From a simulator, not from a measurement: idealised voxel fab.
Process module under the name voxel self aligned vias
Shown is cross-section cut, with a width of 165 nm and square cells of size 5 nm.
A cross-section in this document is a grid of square cells, and it is written down as bands, the top band listed before the ones below it; a band is made up of one or more rows of cells. The entry gives the band's vertical extent as a top height and a bottom height in nm, then its horizontal make-up as materials from left to right, each with a width in nm. "blank" stands for empty space; a single material marked "full width" fills the band edge to edge. Height is counted from the level 0, under which the received wafer is composed throughout of one material. The lowest of the bands is not closed at the bottom but continues downward, in the notation "0 down". A width given as "30 to 40" starts at the first number in the band's top row and ends at the second number in its bottom row, shifting by an equal amount at every step from row to row. Basically "no change occurred" means that step didn't change any cell in the cross-section. Empty spaces without an open route to the top, at least 8 cells in extent, make up the entry "Enclosed voids"; each is given as width x height at distance, where the distance is measured from the left edge, and all are in nm. Text after the settings on a step's line: the simulator's own remark on that step. Among the settings permitted on a step's line is "overlay nm"; applied to a step with a mask, it specifies the extent to which the mask lay to the right of its planned position, whereas a negative figure signifies a position to the left.

[Below is the list of planned process steps]
1) RECEIVE,material Si
2) CONFORMAL_DEP,material SiO2,thk nm 15
3) CONFORMAL_DEP,material SiCN,thk nm 5
4) DIRECTIONAL_DEP,material SiO2,thk nm 20
5) MASKED_ETCH,tone open,mask id LINES,width nm 20,pitch nm 55,etch materials SiO2,depth nm 20,overlay nm 0
6) CONFORMAL_DEP,material TiN,thk nm 5
7) FILL_DEP,material Ru,thk nm 5
8) CMP,height nm 40
9) SELECTIVE_ETCH,etch materials W Ru TiN,depth nm 5
10) FILL_DEP,material SiN,thk nm 10
11) CMP,height nm 40
12) DIRECTIONAL_DEP,material SiO2,thk nm 20
13) DIRECTIONAL_DEP,material aC,thk nm 10
14) PATTERN,tone open,mask id VIAS,material resist,width nm 30,thk nm 30,overlay nm 0
15) DIRECTIONAL_ETCH,etch materials aC,depth nm 10
16) STRIP,etch materials resist
17) DIRECTIONAL_ETCH,etch materials SiO2,depth nm 20
18) DIRECTIONAL_ETCH,etch materials SiN,depth nm 5
19) STRIP,etch materials aC
20) CONFORMAL_DEP,material TiN,thk nm 5
21) FILL_DEP,material Cu,thk nm 5
22) CMP,height nm 50
23) CONFORMAL_DEP,material SiCN,thk nm 5
Keep in mind the plan's value for the height nm of step 22 comes from the first wafer; the wafers don't share that setting, but they do share the same starting point.

[The first of several wafers in cross-section, exactly as it reached us after step 1]
0 down: Si full width
Enclosed voids: none

[Every row in this table is a wafer at the end of the module, and it gives, for each of the materials, the cells that wafer has gained (+) or lost (-) since it was received, then its closed voids]
height nm 50 | +6 Cu | +8 Ru | +66 SiCN | +4 SiN | +253 SiO2 | +26 TiN | Enclosed voids: none
height nm 55 | +10 Cu | +8 Ru | +66 SiCN | +4 SiN | +280 SiO2 | +28 TiN | Enclosed voids: none
height nm 60 | +14 Cu | +8 Ru | +66 SiCN | +4 SiN | +307 SiO2 | +30 TiN | Enclosed voids: none
height nm 65 | +18 Cu | +8 Ru | +66 SiCN | +4 SiN | +307 SiO2 | +59 TiN | Enclosed voids: none
height nm 70 | +51 Cu | +8 Ru | +66 SiCN | +4 SiN | +307 SiO2 | +59 TiN | Enclosed voids: none
